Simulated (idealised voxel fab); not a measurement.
Process module name: voxel trench capacitor
The cross-section on display is named cut; it measures 235 nm wide, and its cells are 5 nm squares.
In this document a cross-section is written as a grid of square cells. It is given as a series of bands, listed from the top down, and a band is one or more rows of cells. Heads up on the band format: heights come first, top then bottom, in nm. After that it's the materials left to right, each with its width in nm. A single material flagged "everywhere" fills the whole band edge to edge, and "blank" means there's empty space there. Convention: height 0 is the level below which the wafer, as received, is all one material. The lowest band does not terminate at the bottom but continues downward, represented as "from 0 down". A width such as "30->40" changes by the same amount from each row of cells to the next, from the band's top row to its bottom row. Where the words "changes: none" appear for a step, the cross-section shows no cell changed by that step; every cell remained as before. In "Voids lacking openings" the enclosed voids are listed, meaning empty spaces of 8 cells or larger without any opening to the top. The form is width x height at distance, distance from the left edge, units nm. Heads up: the bit after the settings on a step's line is the simulator's remark on that step. overlay nm: how far to the right of its planned place the mask lay on this masked step (negative: to the left).
### The following list gives the planned process steps
1 RECEIVE [material Si]
2 CONFORMAL_DEP [material SiN] [thk nm 5]
3 MASKED_ETCH [tone open] [mask id TRENCH] [width nm 25] [pitch nm 55] [etch materials SiN] [depth nm 5] [overlay nm 0]
4 MASKED_ETCH [tone open] [mask id TRENCH] [width nm 25] [pitch nm 55] [etch materials Si] [depth nm 40] [overlay nm 0]
5 CONFORMAL_DEP [material Al2O3] [thk nm 5]
6 FILL_DEP [material polySi] [thk nm 10]
7 CMP [height nm 5]
### Cross-section of the wafer upon arrival, representing the state reached after step 1
	from 0 down  Si everywhere
	Voids lacking openings: none
### Wafer at module end, in section. Began as above, planned as above, run with one mistake
	from 5 to 0  60 of SiN | 5 of Al2O3 | 5 of polySi | 15 of Al2O3 | 30 of SiN | 5 of Al2O3 | 5 of polySi | 15 of Al2O3 | 30 of SiN | 5 of Al2O3 | 5 of polySi | 15 of Al2O3 | 40 of SiN
	from 0 to -35  60 of Si | 5 of Al2O3 | 5 of polySi | 5 of Al2O3 | 40 of Si | 5 of Al2O3 | 5 of polySi | 5 of Al2O3 | 40 of Si | 5 of Al2O3 | 5 of polySi | 5 of Al2O3 | 50 of Si
	from -35 to -40  60 of Si | 15 of Al2O3 | 40 of Si | 15 of Al2O3 | 40 of Si | 15 of Al2O3 | 50 of Si
	from -40 down  Si everywhere
	Voids lacking openings: none
Deviation noted in wafer processing: heads up, step 3 didn't go per plan, it actually ran as MASKED_ETCH [tone open] [mask id TRENCH] [width nm 25] [pitch nm 55] [etch materials SiN] [depth nm 5] [overlay nm 10]
